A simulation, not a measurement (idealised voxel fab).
process module | voxel self aligned vias
cross-section cut | 220 nm wide | cells 5 nm
A cross-section is a grid of square cells, given in bands from the top down. A band is one or more rows of cells.
Each band's line starts with the height of the band's top and of its bottom, in nm. Then come its materials from left to right, each with its width in nm. One material with "throughout" fills the band from edge to edge. "air" is empty space.
Height 0 is the level under which the wafer as received is all one material. The lowest band goes on downwards, as in "0 down".
A width such as "30 to 40" changes by the same amount from each row of cells to the next, from the band's top row to its bottom row.
"no change" after a step means that no cell of the cross-section changed.
closed voids: empty space of 8 cells or more with no open way to the top, each as width x height at its distance from the left edge, in nm
after a step's settings: what the simulator itself notes on the step
overlay nm, on a step with a mask: how far to the right of its planned place the mask lay; to the left if negative
plan
1 op RECEIVE | material Si
2 op CONFORMAL_DEP | material SiO2 | thk nm 10
3 op CONFORMAL_DEP | material SiCN | thk nm 5
4 op DIRECTIONAL_DEP | material lowk | thk nm 25
5 op MASKED_ETCH | tone open | mask id LINES | width nm 20 | pitch nm 60 | etch materials lowk | depth nm 25 | overlay nm 0
6 op CONFORMAL_DEP | material TiN | thk nm 5
7 op FILL_DEP | material W | thk nm 5
8 op CMP | height nm 40
9 op SELECTIVE_ETCH | etch materials W Ru TiN | depth nm 5
10 op FILL_DEP | material SiN | thk nm 10
11 op CMP | height nm 40
12 op DIRECTIONAL_DEP | material lowk | thk nm 20
13 op MASKED_ETCH | tone open | mask id VIAS | width nm 40 | pitch nm 60 | etch materials lowk | depth nm 20 | overlay nm 0
14 op MASKED_ETCH | tone open | mask id VIAS | width nm 40 | pitch nm 60 | etch materials SiN | depth nm 5 | overlay nm 0
15 op CONFORMAL_DEP | material TiN | thk nm 5
16 op FILL_DEP | material W | thk nm 5
17 op CMP | height nm 60
18 op CONFORMAL_DEP | material SiN | thk nm 5
first wafer, as planned
as received, after step 1
  0 down: Si throughout
  closed voids: none
after step 2
  10 to 0: SiO2 throughout
  below 0: unchanged
after step 3
  15 to 10: SiCN throughout
  below 10: unchanged
after step 4
  40 to 15: lowk throughout
  below 15: unchanged
after step 5
  40 to 15: lowk 70 | air 20 | lowk 40 | air 20 | lowk 70
  below 15: unchanged
after step 6
  45 to 40: TiN 75 | air 10 | TiN 50 | air 10 | TiN 75
  40 to 20: lowk 70 | TiN 5 | air 10 | TiN 5 | lowk 40 | TiN 5 | air 10 | TiN 5 | lowk 70
  20 to 15: lowk 70 | TiN 20 | lowk 40 | TiN 20 | lowk 70
  below 15: unchanged
after step 7
  50 to 45: W throughout
  45 to 40: TiN 75 | W 10 | TiN 50 | W 10 | TiN 75
  40 to 20: lowk 70 | TiN 5 | W 10 | TiN 5 | lowk 40 | TiN 5 | W 10 | TiN 5 | lowk 70
  below 20: unchanged
after step 8
  40 to 20: lowk 70 | TiN 5 | W 10 | TiN 5 | lowk 40 | TiN 5 | W 10 | TiN 5 | lowk 70
  below 20: unchanged
after step 9
  40 to 35: lowk 70 | air 20 | lowk 40 | air 20 | lowk 70
  below 35: unchanged
after step 10
  50 to 40: SiN throughout
  40 to 35: lowk 70 | SiN 20 | lowk 40 | SiN 20 | lowk 70
  below 35: unchanged
after step 11
  40 to 35: lowk 70 | SiN 20 | lowk 40 | SiN 20 | lowk 70
  below 35: unchanged
after step 12
  60 to 40: lowk throughout
  below 40: unchanged
after step 13
  60 to 40: lowk 60 | air 40 | lowk 20 | air 40 | lowk 60
  below 40: unchanged
after step 14
  60 to 40: lowk 60 | air 40 | lowk 20 | air 40 | lowk 60
  40 to 35: lowk 70 | air 20 | lowk 40 | air 20 | lowk 70
  below 35: unchanged
after step 15
  65 to 60: TiN 65 | air 30 | TiN 30 | air 30 | TiN 65
  60 to 45: lowk 60 | TiN 5 | air 30 | TiN 5 | lowk 20 | TiN 5 | air 30 | TiN 5 | lowk 60
  45 to 40: lowk 60 | TiN 15 | air 10 | TiN 15 | lowk 20 | TiN 15 | air 10 | TiN 15 | lowk 60
  40 to 35: lowk 70 | TiN 20 | lowk 40 | TiN 20 | lowk 70
  below 35: unchanged
after step 16
  70 to 65: W throughout
  65 to 60: TiN 65 | W 30 | TiN 30 | W 30 | TiN 65
  60 to 45: lowk 60 | TiN 5 | W 30 | TiN 5 | lowk 20 | TiN 5 | W 30 | TiN 5 | lowk 60
  45 to 40: lowk 60 | TiN 15 | W 10 | TiN 15 | lowk 20 | TiN 15 | W 10 | TiN 15 | lowk 60
  below 40: unchanged
after step 17
  60 to 45: lowk 60 | TiN 5 | W 30 | TiN 5 | lowk 20 | TiN 5 | W 30 | TiN 5 | lowk 60
  below 45: unchanged
after step 18
  65 to 60: SiN throughout
  below 60: unchanged
second wafer: like start, like plan, one mistake. Through step 4 it matches the first wafer
when step 5 should have ended
  40 to 15: lowk 75 | air 20 | lowk 40 | air 20 | lowk 65
  below 15: unchanged
when step 6 should have ended
  45 to 40: TiN 80 | air 10 | TiN 50 | air 10 | TiN 70
  40 to 20: lowk 75 | TiN 5 | air 10 | TiN 5 | lowk 40 | TiN 5 | air 10 | TiN 5 | lowk 65
  20 to 15: lowk 75 | TiN 20 | lowk 40 | TiN 20 | lowk 65
  below 15: unchanged
when step 7 should have ended
  50 to 45: W throughout
  45 to 40: TiN 80 | W 10 | TiN 50 | W 10 | TiN 70
  40 to 20: lowk 75 | TiN 5 | W 10 | TiN 5 | lowk 40 | TiN 5 | W 10 | TiN 5 | lowk 65
  below 20: unchanged
when step 8 should have ended
  40 to 20: lowk 75 | TiN 5 | W 10 | TiN 5 | lowk 40 | TiN 5 | W 10 | TiN 5 | lowk 65
  below 20: unchanged
when step 9 should have ended
  40 to 35: lowk 75 | air 20 | lowk 40 | air 20 | lowk 65
  below 35: unchanged
when step 10 should have ended
  50 to 40: SiN throughout
  40 to 35: lowk 75 | SiN 20 | lowk 40 | SiN 20 | lowk 65
  below 35: unchanged
when step 11 should have ended
  40 to 35: lowk 75 | SiN 20 | lowk 40 | SiN 20 | lowk 65
  below 35: unchanged
when step 12 should have ended
  60 to 40: lowk throughout
  below 40: unchanged
when step 13 should have ended
  60 to 40: lowk 60 | air 40 | lowk 20 | air 40 | lowk 60
  below 40: unchanged
when step 14 should have ended
  60 to 40: lowk 60 | air 40 | lowk 20 | air 40 | lowk 60
  40 to 35: lowk 75 | air 20 | lowk 40 | air 20 | lowk 65
  below 35: unchanged
when step 15 should have ended
  65 to 60: TiN 65 | air 30 | TiN 30 | air 30 | TiN 65
  60 to 45: lowk 60 | TiN 5 | air 30 | TiN 5 | lowk 20 | TiN 5 | air 30 | TiN 5 | lowk 60
  45 to 40: lowk 60 | TiN 20 | air 10 | TiN 10 | lowk 20 | TiN 20 | air 10 | TiN 10 | lowk 60
  40 to 35: lowk 75 | TiN 20 | lowk 40 | TiN 20 | lowk 65
  below 35: unchanged
when step 16 should have ended
  70 to 65: W throughout
  65 to 60: TiN 65 | W 30 | TiN 30 | W 30 | TiN 65
  60 to 45: lowk 60 | TiN 5 | W 30 | TiN 5 | lowk 20 | TiN 5 | W 30 | TiN 5 | lowk 60
  45 to 40: lowk 60 | TiN 20 | W 10 | TiN 10 | lowk 20 | TiN 20 | W 10 | TiN 10 | lowk 60
  below 40: unchanged
when step 17 should have ended
  60 to 45: lowk 60 | TiN 5 | W 30 | TiN 5 | lowk 20 | TiN 5 | W 30 | TiN 5 | lowk 60
  below 45: unchanged
when step 18 should have ended
  65 to 60: SiN throughout
  below 60: unchanged
what went wrong: step 5 ran as: op MASKED_ETCH | tone open | mask id LINES | width nm 20 | pitch nm 60 | etch materials lowk | depth nm 25 | overlay nm 5
at the end the second wafer has, in cells: as many of each material as the first, in other places
